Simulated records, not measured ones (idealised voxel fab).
process module | voxel wiring stack
cross-section cut | 195 nm wide | cells 5 nm
A cross-section is a grid of square cells, given in bands from the top down. A band is one or more rows of cells.
Each band's line starts with the height of the band's top and of its bottom, in nm. Then come its materials from left to right, each with its width in nm. One material with "throughout" fills the band from edge to edge. "air" is empty space.
Height 0 is the level under which the wafer as received is all one material. The lowest band goes on downwards, as in "0 down".
A width such as "30 to 40" changes by the same amount from each row of cells to the next, from the band's top row to its bottom row.
"no change" after a step means that no cell of the cross-section changed.
closed voids: empty space of 8 cells or more with no open way to the top, each as width x height at its distance from the left edge, in nm
after a step's settings: what the simulator itself notes on the step
overlay nm, on a step with a mask: how far to the right of its planned place the mask lay; to the left if negative
Each pair below shows a cross-section before one step and the cross-section after it, down to the lowest band that changed. The line under each pair gives the step between them, with its settings. The pairs can come from different runs of this module on the same starting wafer, so a pair continues from the pair above only where its "before" says so.
before
  0 down: Si throughout
  closed voids: none
after
  10 to 0: SiO2 throughout
  below 0: unchanged
  closed voids: none
the step between: op CONFORMAL_DEP | material SiO2 | thk nm 10
before: the cross-section after the pair above
after
  15 to 10: SiCN throughout
  below 10: unchanged
  closed voids: none
the step between: op CONFORMAL_DEP | material SiCN | thk nm 5
before: the cross-section after the pair above
after
  35 to 15: lowk throughout
  below 15: unchanged
  closed voids: none
the step between: op DIRECTIONAL_DEP | material lowk | thk nm 20
before: the cross-section after the pair above
after
  35 to 15: lowk 40 | air 25 | lowk 20 | air 25 | lowk 20 | air 25 | lowk 40
  below 15: unchanged
  closed voids: none
the step between: op MASKED_ETCH | tone open | mask id METAL_1 | width nm 25 | pitch nm 45 | etch materials lowk | depth nm 20 | overlay nm 0
before: the cross-section after the pair above
after
  35 to 15: lowk 40 | air 25 | lowk 20 | air 25 | lowk 20 | air 25 | lowk 40
  15 to 10: SiCN 40 | air 25 | SiCN 20 | air 25 | SiCN 20 | air 25 | SiCN 40
  below 10: unchanged
  closed voids: none
the step between: op MASKED_ETCH | tone open | mask id METAL_1 | width nm 25 | pitch nm 45 | etch materials SiCN | depth nm 5 | overlay nm 0
before: the cross-section after the pair above
after
  40 to 35: TiN 45 | air 15 | TiN 30 | air 15 | TiN 30 | air 15 | TiN 45
  35 to 15: lowk 40 | TiN 5 | air 15 | TiN 5 | lowk 20 | TiN 5 | air 15 | TiN 5 | lowk 20 | TiN 5 | air 15 | TiN 5 | lowk 40
  15 to 10: SiCN 40 | TiN 25 | SiCN 20 | TiN 25 | SiCN 20 | TiN 25 | SiCN 40
  below 10: unchanged
  closed voids: none
the step between: op CONFORMAL_DEP | material TiN | thk nm 5
before: the cross-section after the pair above
after
  45 to 40: Ru throughout
  40 to 35: TiN 45 | Ru 15 | TiN 30 | Ru 15 | TiN 30 | Ru 15 | TiN 45
  35 to 15: lowk 40 | TiN 5 | Ru 15 | TiN 5 | lowk 20 | TiN 5 | Ru 15 | TiN 5 | lowk 20 | TiN 5 | Ru 15 | TiN 5 | lowk 40
  below 15: unchanged
  closed voids: none
the step between: op FILL_DEP | material Ru | thk nm 5
before: the cross-section after the pair above
after
  35 to 15: lowk 40 | TiN 5 | Ru 15 | TiN 5 | lowk 20 | TiN 5 | Ru 15 | TiN 5 | lowk 20 | TiN 5 | Ru 15 | TiN 5 | lowk 40
  below 15: unchanged
  closed voids: none
the step between: op CMP | height nm 35
before: the cross-section after the pair above
after
  40 to 35: SiCN throughout
  below 35: unchanged
  closed voids: none
the step between: op CONFORMAL_DEP | material SiCN | thk nm 5
before: the cross-section after the pair above
after
  75 to 40: SiO2 throughout
  below 40: unchanged
  closed voids: none
the step between: op DIRECTIONAL_DEP | material SiO2 | thk nm 35
before: the cross-section after the pair above
after
  75 to 40: SiO2 40 | air 15 | SiO2 30 | air 15 | SiO2 30 | air 15 | SiO2 50
  below 40: unchanged
  closed voids: none
the step between: op MASKED_ETCH | tone open | mask id METAL_2_HOLES | width nm 15 | pitch nm 45 | etch materials SiO2 | depth nm 35 | overlay nm 0
before: the cross-section after the pair above
after
  90 to 75: aC 40 | air 15 | aC 30 | air 15 | aC 30 | air 15 | aC 50
  75 to 55: SiO2 40 | air 15 | SiO2 30 | air 15 | SiO2 30 | air 15 | SiO2 50
  55 to 40: SiO2 40 | aC 15 | SiO2 30 | aC 15 | SiO2 30 | aC 15 | SiO2 50
  below 40: unchanged
  closed voids: none
the step between: op DIRECTIONAL_DEP | material aC | thk nm 15
before: the cross-section after the pair above
after
  120 to 90: resist 40 | air 25 | resist 20 | air 25 | resist 20 | air 25 | resist 40
  below 90: unchanged
  closed voids: none
the step between: op PATTERN | tone open | mask id METAL_2 | material resist | width nm 25 | pitch nm 45 | thk nm 30 | overlay nm 0
before: the cross-section after the pair above
after
  105 to 90: resist 40 | air 25 | resist 20 | air 25 | resist 20 | air 25 | resist 40
  90 to 75: aC 40 | air 25 | aC 20 | air 25 | aC 20 | air 25 | aC 40
  75 to 40: SiO2 40 | air 15 | SiO2 30 | air 15 | SiO2 30 | air 15 | SiO2 50
  below 40: unchanged
  closed voids: none
the step between: op DIRECTIONAL_ETCH | etch materials aC | depth nm 15
before: the cross-section after the pair above
after
  90 to 75: aC 40 | air 25 | aC 20 | air 25 | aC 20 | air 25 | aC 40
  below 75: unchanged
  closed voids: none
the step between: op STRIP | etch materials resist
before: the cross-section after the pair above
after
  90 to 75: aC 40 | air 25 | aC 20 | air 25 | aC 20 | air 25 | aC 40
  75 to 55: SiO2 40 | air 25 | SiO2 20 | air 25 | SiO2 20 | air 25 | SiO2 40
  below 55: unchanged
  closed voids: none
the step between: op DIRECTIONAL_ETCH | etch materials SiO2 | depth nm 20
before: the cross-section after the pair above
after
  90 to 75: aC 40 | air 25 | aC 20 | air 25 | aC 20 | air 25 | aC 40
  75 to 55: SiO2 40 | air 25 | SiO2 20 | air 25 | SiO2 20 | air 25 | SiO2 40
  55 to 40: SiO2 40 | air 15 | SiO2 30 | air 15 | SiO2 30 | air 15 | SiO2 50
  40 to 35: SiCN 40 | air 15 | SiCN 30 | air 15 | SiCN 30 | air 15 | SiCN 50
  below 35: unchanged
  closed voids: none
the step between: op DIRECTIONAL_ETCH | etch materials SiCN | depth nm 5
before: the cross-section after the pair above
after
  75 to 55: SiO2 40 | air 25 | SiO2 20 | air 25 | SiO2 20 | air 25 | SiO2 40
  below 55: unchanged
  closed voids: none
the step between: op STRIP | etch materials aC
before: the cross-section after the pair above
after
  80 to 75: TiN 45 | air 15 | TiN 30 | air 15 | TiN 30 | air 15 | TiN 45
  75 to 60: SiO2 40 | TiN 5 | air 15 | TiN 5 | SiO2 20 | TiN 5 | air 15 | TiN 5 | SiO2 20 | TiN 5 | air 15 | TiN 5 | SiO2 40
  60 to 55: SiO2 40 | TiN 5 | air 5 | TiN 15 | SiO2 20 | TiN 5 | air 5 | TiN 15 | SiO2 20 | TiN 5 | air 5 | TiN 15 | SiO2 40
  55 to 40: SiO2 40 | TiN 5 | air 5 | TiN 5 | SiO2 30 | TiN 5 | air 5 | TiN 5 | SiO2 30 | TiN 5 | air 5 | TiN 5 | SiO2 50
  40 to 35: SiCN 40 | TiN 15 | SiCN 30 | TiN 15 | SiCN 30 | TiN 15 | SiCN 50
  below 35: unchanged
  closed voids: none
the step between: op CONFORMAL_DEP | material TiN | thk nm 5
before: the cross-section after the pair above
after
  85 to 80: Cu throughout
  80 to 75: TiN 45 | Cu 15 | TiN 30 | Cu 15 | TiN 30 | Cu 15 | TiN 45
  75 to 60: SiO2 40 | TiN 5 | Cu 15 | TiN 5 | SiO2 20 | TiN 5 | Cu 15 | TiN 5 | SiO2 20 | TiN 5 | Cu 15 | TiN 5 | SiO2 40
  60 to 55: SiO2 40 | TiN 5 | Cu 5 | TiN 15 | SiO2 20 | TiN 5 | Cu 5 | TiN 15 | SiO2 20 | TiN 5 | Cu 5 | TiN 15 | SiO2 40
  55 to 40: SiO2 40 | TiN 5 | Cu 5 | TiN 5 | SiO2 30 | TiN 5 | Cu 5 | TiN 5 | SiO2 30 | TiN 5 | Cu 5 | TiN 5 | SiO2 50
  below 40: unchanged
  closed voids: none
the step between: op FILL_DEP | material Cu | thk nm 5
before: the cross-section after the pair above
after
  75 to 60: SiO2 40 | TiN 5 | Cu 15 | TiN 5 | SiO2 20 | TiN 5 | Cu 15 | TiN 5 | SiO2 20 | TiN 5 | Cu 15 | TiN 5 | SiO2 40
  below 60: unchanged
  closed voids: none
the step between: op CMP | height nm 75
before: the cross-section after the pair above
after
  80 to 75: SiCN throughout
  below 75: unchanged
  closed voids: none
the step between: op CONFORMAL_DEP | material SiCN | thk nm 5
before: the cross-section after the pair above
after
  90 to 80: SiO2 throughout
  below 80: unchanged
  closed voids: none
the step between: op DIRECTIONAL_DEP | material SiO2 | thk nm 10
before: the cross-section after the pair above
after
  100 to 90: aC throughout
  below 90: unchanged
  closed voids: none
the step between: op DIRECTIONAL_DEP | material aC | thk nm 10
before: the cross-section after the pair above
after
  125 to 100: resist 40 | air 15 | resist 75 | air 15 | resist 50
  below 100: unchanged
  closed voids: none
the step between: op PATTERN | tone open | mask id PLUG_2 | material resist | width nm 15 | pitch nm 90 | thk nm 25 | overlay nm 0
before: the cross-section after the pair above
after
  115 to 100: resist 40 | air 15 | resist 75 | air 15 | resist 50
  100 to 90: aC 40 | air 15 | aC 75 | air 15 | aC 50
  below 90: unchanged
  closed voids: none
the step between: op DIRECTIONAL_ETCH | etch materials aC | depth nm 10
before: the cross-section after the pair above
after
  100 to 90: aC 40 | air 15 | aC 75 | air 15 | aC 50
  below 90: unchanged
  closed voids: none
the step between: op STRIP | etch materials resist
before: the cross-section after the pair above
after
  100 to 90: aC 40 | air 15 | aC 75 | air 15 | aC 50
  90 to 80: SiO2 40 | air 15 | SiO2 75 | air 15 | SiO2 50
  below 80: unchanged
  closed voids: none
the step between: op DIRECTIONAL_ETCH | etch materials SiO2 | depth nm 10
before: the cross-section after the pair above
after
  100 to 90: aC 40 | air 15 | aC 75 | air 15 | aC 50
  90 to 80: SiO2 40 | air 15 | SiO2 75 | air 15 | SiO2 50
  80 to 75: SiCN 40 | air 15 | SiCN 75 | air 15 | SiCN 50
  below 75: unchanged
  closed voids: none
the step between: op DIRECTIONAL_ETCH | etch materials SiCN | depth nm 5
before: the cross-section after the pair above
after
  90 to 80: SiO2 40 | air 15 | SiO2 75 | air 15 | SiO2 50
  below 80: unchanged
  closed voids: none
the step between: op STRIP | etch materials aC
before: the cross-section after the pair above
after
  95 to 90: TiN 45 | air 5 | TiN 85 | air 5 | TiN 55
  90 to 80: SiO2 40 | TiN 5 | air 5 | TiN 5 | SiO2 75 | TiN 5 | air 5 | TiN 5 | SiO2 50
  80 to 75: SiCN 40 | TiN 15 | SiCN 75 | TiN 15 | SiCN 50
  below 75: unchanged
  closed voids: none
the step between: op CONFORMAL_DEP | material TiN | thk nm 5
before: the cross-section after the pair above
after
  100 to 95: Cu throughout
  95 to 90: TiN 45 | Cu 5 | TiN 85 | Cu 5 | TiN 55
  90 to 80: SiO2 40 | TiN 5 | Cu 5 | TiN 5 | SiO2 75 | TiN 5 | Cu 5 | TiN 5 | SiO2 50
  below 80: unchanged
  closed voids: none
the step between: op FILL_DEP | material Cu | thk nm 5
before: the cross-section after the pair above
after
  90 to 80: SiO2 40 | TiN 5 | Cu 5 | TiN 5 | SiO2 75 | TiN 5 | Cu 5 | TiN 5 | SiO2 50
  below 80: unchanged
  closed voids: none
the step between: op CMP | height nm 90
before: the cross-section after the pair above
after
  95 to 90: TiN throughout
  below 90: unchanged
  closed voids: none
the step between: op DIRECTIONAL_DEP | material TiN | thk nm 5
before: the cross-section after the pair above
after
  115 to 95: W throughout
  below 95: unchanged
  closed voids: none
the step between: op DIRECTIONAL_DEP | material W | thk nm 20
before: the cross-section after the pair above
after
  115 to 95: air 40 | W 25 | air 20 | W 25 | air 20 | W 25 | air 40
  below 95: unchanged
  closed voids: none
the step between: op MASKED_ETCH | tone cover | mask id METAL_3 | width nm 25 | pitch nm 45 | etch materials W | depth nm 20 | overlay nm 0
before: the cross-section after the pair above
after
  115 to 95: air 40 | W 25 | air 20 | W 25 | air 20 | W 25 | air 40
  95 to 90: air 40 | TiN 25 | air 20 | TiN 25 | air 20 | TiN 25 | air 40
  below 90: unchanged
  closed voids: none
the step between: op MASKED_ETCH | tone cover | mask id METAL_3 | width nm 25 | pitch nm 45 | etch materials TiN | depth nm 5 | overlay nm 0
before: the cross-section after the pair above
after
  120 to 115: air 35 | SiCN 35 | air 10 | SiCN 35 | air 10 | SiCN 35 | air 35
  115 to 95: air 35 | SiCN 5 | W 25 | SiCN 5 | air 10 | SiCN 5 | W 25 | SiCN 5 | air 10 | SiCN 5 | W 25 | SiCN 5 | air 35
  95 to 90: SiCN 40 | TiN 25 | SiCN 20 | TiN 25 | SiCN 20 | TiN 25 | SiCN 40
  below 90: unchanged
  closed voids: none
the step between: op CONFORMAL_DEP | material SiCN | thk nm 5
before: the cross-section after the pair above
after
  130 to 120: SiO2 throughout
  120 to 115: SiO2 35 | SiCN 35 | SiO2 10 | SiCN 35 | SiO2 10 | SiCN 35 | SiO2 35
  115 to 95: SiO2 35 | SiCN 5 | W 25 | SiCN 5 | SiO2 10 | SiCN 5 | W 25 | SiCN 5 | SiO2 10 | SiCN 5 | W 25 | SiCN 5 | SiO2 35
  below 95: unchanged
  closed voids: none
the step between: op FILL_DEP | material SiO2 | thk nm 10
before: the cross-section after the pair above
after
  115 to 95: SiO2 35 | SiCN 5 | W 25 | SiCN 5 | SiO2 10 | SiCN 5 | W 25 | SiCN 5 | SiO2 10 | SiCN 5 | W 25 | SiCN 5 | SiO2 35
  below 95: unchanged
  closed voids: none
the step between: op CMP | height nm 115
before: the cross-section after the pair above
after
  120 to 115: SiN throughout
  below 115: unchanged
  closed voids: none
the step between: op CONFORMAL_DEP | material SiN | thk nm 5
before
  130 to 120: SiO2 throughout
  120 to 115: SiO2 35 | SiCN 35 | SiO2 10 | SiCN 35 | SiO2 10 | SiCN 35 | SiO2 35
  115 to 95: SiO2 35 | SiCN 5 | W 25 | SiCN 5 | SiO2 10 | SiCN 5 | W 25 | SiCN 5 | SiO2 10 | SiCN 5 | W 25 | SiCN 5 | SiO2 35
  95 to 90: SiCN 40 | TiN 25 | SiCN 20 | TiN 25 | SiCN 20 | TiN 25 | SiCN 40
  90 to 80: SiO2 40 | TiN 5 | Cu 5 | TiN 5 | SiO2 75 | TiN 5 | Cu 5 | TiN 5 | SiO2 50
  80 to 75: SiCN 40 | TiN 15 | SiCN 75 | TiN 15 | SiCN 50
  75 to 60: SiO2 40 | TiN 5 | Cu 15 | TiN 5 | SiO2 20 | TiN 5 | Cu 15 | TiN 5 | SiO2 20 | TiN 5 | Cu 15 | TiN 5 | SiO2 40
  60 to 55: SiO2 40 | TiN 5 | Cu 5 | TiN 15 | SiO2 20 | TiN 5 | Cu 5 | TiN 15 | SiO2 20 | TiN 5 | Cu 5 | TiN 15 | SiO2 40
  55 to 40: SiO2 40 | TiN 5 | Cu 5 | TiN 5 | SiO2 30 | TiN 5 | Cu 5 | TiN 5 | SiO2 30 | TiN 5 | Cu 5 | TiN 5 | SiO2 50
  40 to 35: SiCN 40 | TiN 15 | SiCN 30 | TiN 15 | SiCN 30 | TiN 15 | SiCN 50
  35 to 15: lowk 40 | TiN 5 | Ru 15 | TiN 5 | lowk 20 | TiN 5 | Ru 15 | TiN 5 | lowk 20 | TiN 5 | Ru 15 | TiN 5 | lowk 40
  15 to 10: SiCN 40 | TiN 25 | SiCN 20 | TiN 25 | SiCN 20 | TiN 25 | SiCN 40
  10 to 0: SiO2 throughout
  0 down: Si throughout
  closed voids: none
after
  135 to 130: SiN throughout
  below 130: unchanged
  closed voids: none
the step between: op CONFORMAL_DEP | material SiN | thk nm 5
before
  90 to 75: aC 40 | air 25 | aC 20 | air 25 | aC 20 | air 25 | aC 40
  75 to 55: SiO2 40 | air 25 | SiO2 20 | air 25 | SiO2 20 | air 25 | SiO2 40
  55 to 40: SiO2 40 | air 15 | SiO2 30 | air 15 | SiO2 30 | air 15 | SiO2 50
  40 to 35: SiCN throughout
  35 to 15: lowk 40 | TiN 5 | Ru 15 | TiN 5 | lowk 20 | TiN 5 | Ru 15 | TiN 5 | lowk 20 | TiN 5 | Ru 15 | TiN 5 | lowk 40
  15 to 10: SiCN 40 | TiN 25 | SiCN 20 | TiN 25 | SiCN 20 | TiN 25 | SiCN 40
  10 to 0: SiO2 throughout
  0 down: Si throughout
  closed voids: none
after
  90 to 75: aC 40 | air 25 | aC 20 | air 25 | aC 20 | air 25 | aC 40
  75 to 40: SiO2 40 | air 25 | SiO2 20 | air 25 | SiO2 20 | air 25 | SiO2 40
  below 40: unchanged
  closed voids: none
the step between: op DIRECTIONAL_ETCH | etch materials SiO2 | depth nm 20
before: the cross-section after the pair above
after
  90 to 75: aC 40 | air 25 | aC 20 | air 25 | aC 20 | air 25 | aC 40
  75 to 40: SiO2 40 | air 25 | SiO2 20 | air 25 | SiO2 20 | air 25 | SiO2 40
  40 to 35: SiCN 40 | air 25 | SiCN 20 | air 25 | SiCN 20 | air 25 | SiCN 40
  below 35: unchanged
  closed voids: none
the step between: op DIRECTIONAL_ETCH | etch materials SiCN | depth nm 5
before: the cross-section after the pair above
after
  75 to 40: SiO2 40 | air 25 | SiO2 20 | air 25 | SiO2 20 | air 25 | SiO2 40
  below 40: unchanged
  closed voids: none
the step between: op STRIP | etch materials aC
before: the cross-section after the pair above
after
  80 to 75: TiN 45 | air 15 | TiN 30 | air 15 | TiN 30 | air 15 | TiN 45
  75 to 40: SiO2 40 | TiN 5 | air 15 | TiN 5 | SiO2 20 | TiN 5 | air 15 | TiN 5 | SiO2 20 | TiN 5 | air 15 | TiN 5 | SiO2 40
  40 to 35: SiCN 40 | TiN 25 | SiCN 20 | TiN 25 | SiCN 20 | TiN 25 | SiCN 40
  below 35: unchanged
  closed voids: none
the step between: op CONFORMAL_DEP | material TiN | thk nm 5
before: the cross-section after the pair above
after
  85 to 80: Cu throughout
  80 to 75: TiN 45 | Cu 15 | TiN 30 | Cu 15 | TiN 30 | Cu 15 | TiN 45
  75 to 40: SiO2 40 | TiN 5 | Cu 15 | TiN 5 | SiO2 20 | TiN 5 | Cu 15 | TiN 5 | SiO2 20 | TiN 5 | Cu 15 | TiN 5 | SiO2 40
  below 40: unchanged
  closed voids: none
the step between: op FILL_DEP | material Cu | thk nm 5
before: the cross-section after the pair above
after
  75 to 40: SiO2 40 | TiN 5 | Cu 15 | TiN 5 | SiO2 20 | TiN 5 | Cu 15 | TiN 5 | SiO2 20 | TiN 5 | Cu 15 | TiN 5 | SiO2 40
  below 40: unchanged
  closed voids: none
the step between: op CMP | height nm 75
before: the cross-section after the pair above
after
  80 to 75: SiCN throughout
  below 75: unchanged
  closed voids: none
the step between: op CONFORMAL_DEP | material SiCN | thk nm 5
before: the cross-section after the pair above
after
  90 to 80: SiO2 throughout
  below 80: unchanged
  closed voids: none
the step between: op DIRECTIONAL_DEP | material SiO2 | thk nm 10
before: the cross-section after the pair above
after
  100 to 90: aC throughout
  below 90: unchanged
  closed voids: none
the step between: op DIRECTIONAL_DEP | material aC | thk nm 10
before: the cross-section after the pair above
after
  125 to 100: resist 40 | air 15 | resist 75 | air 15 | resist 50
  below 100: unchanged
  closed voids: none
the step between: op PATTERN | tone open | mask id PLUG_2 | material resist | width nm 15 | pitch nm 90 | thk nm 25 | overlay nm 0
before: the cross-section after the pair above
after
  115 to 100: resist 40 | air 15 | resist 75 | air 15 | resist 50
  100 to 90: aC 40 | air 15 | aC 75 | air 15 | aC 50
  below 90: unchanged
  closed voids: none
the step between: op DIRECTIONAL_ETCH | etch materials aC | depth nm 10
before: the cross-section after the pair above
after
  100 to 90: aC 40 | air 15 | aC 75 | air 15 | aC 50
  below 90: unchanged
  closed voids: none
the step between: op STRIP | etch materials resist
before: the cross-section after the pair above
after
  100 to 90: aC 40 | air 15 | aC 75 | air 15 | aC 50
  90 to 80: SiO2 40 | air 15 | SiO2 75 | air 15 | SiO2 50
  below 80: unchanged
  closed voids: none
the step between: op DIRECTIONAL_ETCH | etch materials SiO2 | depth nm 10
before: the cross-section after the pair above
after
  100 to 90: aC 40 | air 15 | aC 75 | air 15 | aC 50
  90 to 80: SiO2 40 | air 15 | SiO2 75 | air 15 | SiO2 50
  80 to 75: SiCN 40 | air 15 | SiCN 75 | air 15 | SiCN 50
  below 75: unchanged
  closed voids: none
the step between: op DIRECTIONAL_ETCH | etch materials SiCN | depth nm 5
before: the cross-section after the pair above
after
  90 to 80: SiO2 40 | air 15 | SiO2 75 | air 15 | SiO2 50
  below 80: unchanged
  closed voids: none
the step between: op STRIP | etch materials aC
before: the cross-section after the pair above
after
  95 to 90: TiN 45 | air 5 | TiN 85 | air 5 | TiN 55
  90 to 80: SiO2 40 | TiN 5 | air 5 | TiN 5 | SiO2 75 | TiN 5 | air 5 | TiN 5 | SiO2 50
  80 to 75: SiCN 40 | TiN 15 | SiCN 75 | TiN 15 | SiCN 50
  below 75: unchanged
  closed voids: none
the step between: op CONFORMAL_DEP | material TiN | thk nm 5
before: the cross-section after the pair above
after
  100 to 95: Cu throughout
  95 to 90: TiN 45 | Cu 5 | TiN 85 | Cu 5 | TiN 55
  90 to 80: SiO2 40 | TiN 5 | Cu 5 | TiN 5 | SiO2 75 | TiN 5 | Cu 5 | TiN 5 | SiO2 50
  below 80: unchanged
  closed voids: none
the step between: op FILL_DEP | material Cu | thk nm 5
before: the cross-section after the pair above
after
  90 to 80: SiO2 40 | TiN 5 | Cu 5 | TiN 5 | SiO2 75 | TiN 5 | Cu 5 | TiN 5 | SiO2 50
  below 80: unchanged
  closed voids: none
the step between: op CMP | height nm 90
before: the cross-section after the pair above
after
  95 to 90: TiN throughout
  below 90: unchanged
  closed voids: none
the step between: op DIRECTIONAL_DEP | material TiN | thk nm 5
before: the cross-section after the pair above
after
  115 to 95: W throughout
  below 95: unchanged
  closed voids: none
the step between: op DIRECTIONAL_DEP | material W | thk nm 20
before: the cross-section after the pair above
after
  115 to 95: air 40 | W 25 | air 20 | W 25 | air 20 | W 25 | air 40
  below 95: unchanged
  closed voids: none
the step between: op MASKED_ETCH | tone cover | mask id METAL_3 | width nm 25 | pitch nm 45 | etch materials W | depth nm 20 | overlay nm 0
before: the cross-section after the pair above
after
  115 to 95: air 40 | W 25 | air 20 | W 25 | air 20 | W 25 | air 40
  95 to 90: air 40 | TiN 25 | air 20 | TiN 25 | air 20 | TiN 25 | air 40
  below 90: unchanged
  closed voids: none
the step between: op MASKED_ETCH | tone cover | mask id METAL_3 | width nm 25 | pitch nm 45 | etch materials TiN | depth nm 5 | overlay nm 0
before: the cross-section after the pair above
after
  120 to 115: air 35 | SiCN 35 | air 10 | SiCN 35 | air 10 | SiCN 35 | air 35
  115 to 95: air 35 | SiCN 5 | W 25 | SiCN 5 | air 10 | SiCN 5 | W 25 | SiCN 5 | air 10 | SiCN 5 | W 25 | SiCN 5 | air 35
  95 to 90: SiCN 40 | TiN 25 | SiCN 20 | TiN 25 | SiCN 20 | TiN 25 | SiCN 40
  below 90: unchanged
  closed voids: none
the step between: op CONFORMAL_DEP | material SiCN | thk nm 5
before: the cross-section after the pair above
after
  130 to 120: SiO2 throughout
  120 to 115: SiO2 35 | SiCN 35 | SiO2 10 | SiCN 35 | SiO2 10 | SiCN 35 | SiO2 35
  115 to 95: SiO2 35 | SiCN 5 | W 25 | SiCN 5 | SiO2 10 | SiCN 5 | W 25 | SiCN 5 | SiO2 10 | SiCN 5 | W 25 | SiCN 5 | SiO2 35
  below 95: unchanged
  closed voids: none
the step between: op FILL_DEP | material SiO2 | thk nm 10
before: the cross-section after the pair above
after
  115 to 95: SiO2 35 | SiCN 5 | W 25 | SiCN 5 | SiO2 10 | SiCN 5 | W 25 | SiCN 5 | SiO2 10 | SiCN 5 | W 25 | SiCN 5 | SiO2 35
  below 95: unchanged
  closed voids: none
the step between: op CMP | height nm 115
before: the cross-section after the pair above
after
  120 to 115: SiN throughout
  below 115: unchanged
  closed voids: none
the step between: op CONFORMAL_DEP | material SiN | thk nm 5
before
  75 to 60: SiO2 40 | TiN 5 | Cu 15 | TiN 5 | SiO2 20 | TiN 5 | Cu 15 | TiN 5 | SiO2 20 | TiN 5 | Cu 15 | TiN 5 | SiO2 40
  60 to 55: SiO2 40 | TiN 5 | Cu 5 | TiN 15 | SiO2 20 | TiN 5 | Cu 5 | TiN 15 | SiO2 20 | TiN 5 | Cu 5 | TiN 15 | SiO2 40
  55 to 40: SiO2 40 | TiN 5 | Cu 5 | TiN 5 | SiO2 30 | TiN 5 | Cu 5 | TiN 5 | SiO2 30 | TiN 5 | Cu 5 | TiN 5 | SiO2 50
  40 to 35: SiCN 40 | TiN 15 | SiCN 30 | TiN 15 | SiCN 30 | TiN 15 | SiCN 50
  35 to 15: lowk 40 | TiN 5 | Ru 15 | TiN 5 | lowk 20 | TiN 5 | Ru 15 | TiN 5 | lowk 20 | TiN 5 | Ru 15 | TiN 5 | lowk 40
  15 to 10: SiCN 40 | TiN 25 | SiCN 20 | TiN 25 | SiCN 20 | TiN 25 | SiCN 40
  10 to 0: SiO2 throughout
  0 down: Si throughout
  closed voids: none
after
  85 to 75: SiO2 throughout
  below 75: unchanged
  closed voids: none
the step between: op DIRECTIONAL_DEP | material SiO2 | thk nm 10
before: the cross-section after the pair above
after
  90 to 85: SiCN throughout
  below 85: unchanged
  closed voids: none
the step between: op CONFORMAL_DEP | material SiCN | thk nm 5
before: the cross-section after the pair above
after
  100 to 90: aC throughout
  below 90: unchanged
  closed voids: none
the step between: op DIRECTIONAL_DEP | material aC | thk nm 10
before: the cross-section after the pair above
after
  125 to 100: resist 40 | air 15 | resist 75 | air 15 | resist 50
  below 100: unchanged
  closed voids: none
the step between: op PATTERN | tone open | mask id PLUG_2 | material resist | width nm 15 | pitch nm 90 | thk nm 25 | overlay nm 0
before: the cross-section after the pair above
after
  115 to 100: resist 40 | air 15 | resist 75 | air 15 | resist 50
  100 to 90: aC 40 | air 15 | aC 75 | air 15 | aC 50
  below 90: unchanged
  closed voids: none
the step between: op DIRECTIONAL_ETCH | etch materials aC | depth nm 10
before: the cross-section after the pair above
after
  100 to 90: aC 40 | air 15 | aC 75 | air 15 | aC 50
  below 90: unchanged
  closed voids: none
the step between: op STRIP | etch materials resist
before: the cross-section after the pair above
after
  100 to 90: aC 40 | air 15 | aC 75 | air 15 | aC 50
  90 to 85: SiCN 40 | air 15 | SiCN 75 | air 15 | SiCN 50
  below 85: unchanged
  closed voids: none
the step between: op DIRECTIONAL_ETCH | etch materials SiCN | depth nm 5
before: the cross-section after the pair above
after
  90 to 85: SiCN 40 | air 15 | SiCN 75 | air 15 | SiCN 50
  below 85: unchanged
  closed voids: none
the step between: op STRIP | etch materials aC
before: the cross-section after the pair above
after
  95 to 90: TiN 45 | air 5 | TiN 85 | air 5 | TiN 55
  90 to 85: SiCN 40 | TiN 15 | SiCN 75 | TiN 15 | SiCN 50
  below 85: unchanged
  closed voids: none
the step between: op CONFORMAL_DEP | material TiN | thk nm 5
before: the cross-section after the pair above
after
  100 to 95: Cu throughout
  95 to 90: TiN 45 | Cu 5 | TiN 85 | Cu 5 | TiN 55
  below 90: unchanged
  closed voids: none
the step between: op FILL_DEP | material Cu | thk nm 5
before: the cross-section after the pair above
after
  90 to 85: SiCN 40 | TiN 15 | SiCN 75 | TiN 15 | SiCN 50
  below 85: unchanged
  closed voids: none
the step between: op CMP | height nm 90
before: the cross-section after the pair above
after
  95 to 90: TiN throughout
  below 90: unchanged
  closed voids: none
the step between: op DIRECTIONAL_DEP | material TiN | thk nm 5
before: the cross-section after the pair above
after
  115 to 95: W throughout
  below 95: unchanged
  closed voids: none
the step between: op DIRECTIONAL_DEP | material W | thk nm 20
before: the cross-section after the pair above
after
  115 to 95: air 40 | W 25 | air 20 | W 25 | air 20 | W 25 | air 40
  below 95: unchanged
  closed voids: none
the step between: op MASKED_ETCH | tone cover | mask id METAL_3 | width nm 25 | pitch nm 45 | etch materials W | depth nm 20 | overlay nm 0
before: the cross-section after the pair above
after
  115 to 95: air 40 | W 25 | air 20 | W 25 | air 20 | W 25 | air 40
  95 to 90: air 40 | TiN 25 | air 20 | TiN 25 | air 20 | TiN 25 | air 40
  below 90: unchanged
  closed voids: none
the step between: op MASKED_ETCH | tone cover | mask id METAL_3 | width nm 25 | pitch nm 45 | etch materials TiN | depth nm 5 | overlay nm 0
before: the cross-section after the pair above
after
  120 to 115: air 35 | SiCN 35 | air 10 | SiCN 35 | air 10 | SiCN 35 | air 35
  115 to 95: air 35 | SiCN 5 | W 25 | SiCN 5 | air 10 | SiCN 5 | W 25 | SiCN 5 | air 10 | SiCN 5 | W 25 | SiCN 5 | air 35
  95 to 90: SiCN 40 | TiN 25 | SiCN 20 | TiN 25 | SiCN 20 | TiN 25 | SiCN 40
  below 90: unchanged
  closed voids: none
the step between: op CONFORMAL_DEP | material SiCN | thk nm 5
before: the cross-section after the pair above
after
  130 to 120: SiO2 throughout
  120 to 115: SiO2 35 | SiCN 35 | SiO2 10 | SiCN 35 | SiO2 10 | SiCN 35 | SiO2 35
  115 to 95: SiO2 35 | SiCN 5 | W 25 | SiCN 5 | SiO2 10 | SiCN 5 | W 25 | SiCN 5 | SiO2 10 | SiCN 5 | W 25 | SiCN 5 | SiO2 35
  below 95: unchanged
  closed voids: none
the step between: op FILL_DEP | material SiO2 | thk nm 10
before: the cross-section after the pair above
after
  115 to 95: SiO2 35 | SiCN 5 | W 25 | SiCN 5 | SiO2 10 | SiCN 5 | W 25 | SiCN 5 | SiO2 10 | SiCN 5 | W 25 | SiCN 5 | SiO2 35
  below 95: unchanged
  closed voids: none
the step between: op CMP | height nm 115
before: the cross-section after the pair above
after
  120 to 115: SiN throughout
  below 115: unchanged
  closed voids: none
the step between: op CONFORMAL_DEP | material SiN | thk nm 5
